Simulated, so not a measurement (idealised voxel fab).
The following is a process module called voxel tone inversion.
Cross-sectional view cut (width: 180 nm; square cell size: 5 nm).
Notation: cross-section as square-cell grid; stated in bands, top first, going down; one or more cell rows per band. Quick guide to a band line: top height, bottom height (nm) up front; then every material left to right with its width in nm. Only one material and it's marked "full width"? Then it fills the band edge to edge. And "air" just means empty space. Convention: height 0 is the level below which the wafer, as received, is all one material. The lowest band does not terminate at the bottom but continues downward, represented as "from 0 down". With a width like "30..40", each row of cells in the band differs from the next by the same amount, the top row carrying the first number and the bottom row the second. Take "nothing was modified" at face value: in the step it is given for, the cross-section changed in none of its cells. Reported under the label "Closed internal cavities" are the empty spaces having no open way to the top and comprising 8 cells or more; the notation for each is width x height at distance, in which the distance is measured from the left edge and all three values are in nm. Note: text after step settings on the step line = simulator remark on that step. "overlay nm", when on a step's line for a step with a mask, measures how far to the right of its planned place the mask lay; a negative measure means to the left.
Set out below are the planned steps of the process:
- 1: op RECEIVE | material Si
- 2: op CONFORMAL_DEP | material SiN | thk nm 5
- 3: op DIRECTIONAL_DEP | material aC | thk nm 15
- 4: op PATTERN | tone cover | mask id POSTS | material resist | width nm 20 | pitch nm 35 | thk nm 25 | overlay nm 0
- 5: op DIRECTIONAL_ETCH | etch materials aC | depth nm 15
- 6: op STRIP | etch materials resist
- 7: op FILL_DEP | material SiO2 | thk nm 5
- 8: op CMP | height nm 20
- 9: op STRIP | etch materials aC
Cross-section of the incoming wafer, state after step 1:
from 0 down  Si full width
Closed internal cavities: none
Cross-section, end of module. Start: as above. Plan: as above. Execution: one mistake:
from 20 to 5  SiO2=35  air=20  SiO2=15  air=20  SiO2=15  air=20  SiO2=55
from 5 to 0  SiN full width
from 0 down  Si full width
Closed internal cavities: none
What was the processing mistake? contrary to plan, step 4 was performed as op PATTERN | tone cover | mask id POSTS | material resist | width nm 20 | pitch nm 35 | thk nm 25 | overlay nm -10
